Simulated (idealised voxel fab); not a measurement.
Presented below is a process module, voxel transistor to metal.
Cross-section cut spans 180 nm and uses square cells 5 nm in size.
For the purposes of this document, a cross-section shall be understood as a grid of square cells, specified as bands listed in top-to-bottom order, each band consisting of one or more rows of cells.
Basically the band line says how high the top is and how high the bottom is, in nm, and then what's in it from left to right, every material with its width in nm. Empty space shows up as "blank", and if a single material carries "throughout" it runs the full band edge to edge.
All heights in this document are referenced to 0, defined as the level beneath which the wafer, as received, consists entirely of one material. The lowest band is not bounded below; it extends indefinitely downward and is written in the form "top 0, no bottom".
A width given as "30..40" starts at the first number in the band's top row and ends at the second number in its bottom row, shifting by an equal amount at every step from row to row.
"everything unchanged" means the step left every cell of the cross-section as it was.
In "Voids, fully enclosed" the enclosed voids are listed, meaning empty spaces of 8 cells or larger without any opening to the top. The form is width x height at distance, distance from the left edge, units nm.
Anything after a step's settings on that line? It's the simulator's own note about the step.
What "overlay nm" on a step's line means: if the step has a mask, that mask lay this far to the right of its planned place, or, when the value is negative, to the left.

PROCESS STEPS (PLANNED)
step 1: RECEIVE with material Si
step 2: OXIDIZE with depth nm 5
step 3: CONFORMAL_DEP with material SiN, thk nm 15
step 4: DIRECTIONAL_DEP with material aC, thk nm 10
step 5: PATTERN with tone cover, mask id ACTIVE, material resist, width nm 110, thk nm 30, overlay nm 0
step 6: DIRECTIONAL_ETCH with etch materials aC, depth nm 10
step 7: STRIP with etch materials resist
step 8: DIRECTIONAL_ETCH with etch materials SiN, depth nm 15
step 9: DIRECTIONAL_ETCH with etch materials SiO2, depth nm 5
step 10: DIRECTIONAL_ETCH with etch materials Si, depth nm 30
step 11: STRIP with etch materials aC
step 12: FILL_DEP with material SiO2, thk nm 5
step 13: CMP with height nm 15
step 14: SELECTIVE_ETCH with etch materials SiO2, depth nm 10
step 15: STRIP with etch materials SiN
step 16: SELECTIVE_ETCH with etch materials SiO2, depth nm 5
step 17: OXIDIZE with depth nm 5
step 18: DIRECTIONAL_DEP with material polySi, thk nm 20
step 19: DIRECTIONAL_DEP with material SiCN, thk nm 15
step 20: PATTERN with tone cover, mask id GATE, material resist, width nm 30, thk nm 15, overlay nm 0
step 21: DIRECTIONAL_ETCH with etch materials SiCN, depth nm 25
step 22: DIRECTIONAL_ETCH with etch materials polySi, depth nm 30
step 23: STRIP with etch materials resist
step 24: CONFORMAL_DEP with material SiO2, thk nm 5
step 25: DIRECTIONAL_ETCH with etch materials SiO2, depth nm 5
step 26: CONFORMAL_DEP with material SiN, thk nm 5
step 27: DIRECTIONAL_ETCH with etch materials SiN, depth nm 5
step 28: DIRECTIONAL_ETCH with etch materials SiO2, depth nm 5
step 29: EPI with material nSi, thk nm 5
step 30: FILL_DEP with material SiO2, thk nm 10
step 31: CMP with height nm 15
step 32: STRIP with etch materials polySi
step 33: SELECTIVE_ETCH with etch materials SiO2, depth nm 5
step 34: CONFORMAL_DEP with material HfO2, thk nm 5
step 35: CONFORMAL_DEP with material TiN, thk nm 5
step 36: FILL_DEP with material W, thk nm 10
step 37: CMP with height nm 10
step 38: DIRECTIONAL_DEP with material SiO2, thk nm 10
step 39: PATTERN with tone open, mask id CONTACT, material resist, width nm 20, pitch nm 80, thk nm 15, overlay nm 0
step 40: DIRECTIONAL_ETCH with etch materials SiO2, depth nm 25
step 41: STRIP with etch materials resist
step 42: CONFORMAL_DEP with material TiN, thk nm 5
step 43: FILL_DEP with material W, thk nm 10
step 44: CMP with height nm 20
step 45: DIRECTIONAL_DEP with material TiN, thk nm 5
step 46: DIRECTIONAL_DEP with material W, thk nm 20
step 47: DIRECTIONAL_DEP with material aC, thk nm 10
step 48: PATTERN with tone cover, mask id METAL_1, material resist, width nm 20, pitch nm 80, thk nm 25, overlay nm 0
step 49: DIRECTIONAL_ETCH with etch materials aC, depth nm 10
step 50: STRIP with etch materials resist
step 51: DIRECTIONAL_ETCH with etch materials W, depth nm 20
step 52: DIRECTIONAL_ETCH with etch materials TiN, depth nm 5
step 53: STRIP with etch materials aC
step 54: FILL_DEP with material SiO2, thk nm 10
step 55: CMP with height nm 45
step 56: CONFORMAL_DEP with material SiCN, thk nm 5
step 57: DIRECTIONAL_DEP with material lowk, thk nm 35
step 58: MASKED_ETCH with tone open, mask id METAL_2, width nm 20, pitch nm 80, etch materials lowk, depth nm 20, overlay nm 0
step 59: PATTERN with tone open, mask id METAL_2_HOLES, material resist, width nm 15, pitch nm 80, thk nm 20, overlay nm 0
step 60: DIRECTIONAL_ETCH with etch materials lowk, depth nm 15
step 61: DIRECTIONAL_ETCH with etch materials SiCN, depth nm 5
step 62: STRIP with etch materials resist
step 63: CONFORMAL_DEP with material TiN, thk nm 5
step 64: FILL_DEP with material Cu, thk nm 5
step 65: CMP with height nm 85
step 66: CONFORMAL_DEP with material SiCN, thk nm 5

AS RECEIVED, AFTER STEP 1
	top 0, no bottom | Si throughout
	Voids, fully enclosed: none

END STATE OF THE MODULE IN CROSS-SECTION, GIVEN THE ABOVE STARTING POINT AND PLAN AND ONE MISTAKE IN EXECUTION
	top 90, bottom 85 | SiCN throughout
	top 85, bottom 55 | lowk: 40, TiN: 5, Cu: 10, TiN: 5, lowk: 60, TiN: 5, Cu: 10, TiN: 5, lowk: 40
	top 55, bottom 50 | lowk: 40, TiN: 5, Cu: 5, TiN: 10, lowk: 60, TiN: 5, Cu: 5, TiN: 10, lowk: 40
	top 50, bottom 45 | SiCN: 40, TiN: 15, SiCN: 65, TiN: 15, SiCN: 45
	top 45, bottom 25 | SiO2: 40, W: 20, SiO2: 60, W: 20, SiO2: 40
	top 25, bottom 20 | SiO2: 40, TiN: 20, SiO2: 60, TiN: 20, SiO2: 40
	top 20, bottom 10 | SiO2: 40, TiN: 5, W: 10, TiN: 5, SiO2: 60, TiN: 5, W: 10, TiN: 5, SiO2: 40
	top 10, bottom 0 | SiO2: 40, TiN: 5, W: 10, TiN: 5, SiO2: 5, SiN: 5, HfO2: 5, TiN: 5, W: 20, TiN: 5, HfO2: 5, SiN: 5, SiO2: 5, TiN: 5, W: 10, TiN: 5, SiO2: 40
	top 0, bottom -5 | SiO2: 35, SiN: 5, TiN: 20, SiO2: 5, SiN: 5, HfO2: 5, TiN: 30, HfO2: 5, SiN: 5, SiO2: 5, TiN: 20, SiN: 5, SiO2: 35
	top -5, bottom -10 | SiO2: 40, nSi: 25, SiO2: 5, HfO2: 40, SiO2: 5, nSi: 25, SiO2: 40
	top -10, bottom -35 | SiO2: 35, Si: 110, SiO2: 35
	top -35, no bottom | Si throughout
	Voids, fully enclosed: none
The plan and the run diverged here: plan step 58 ran twice
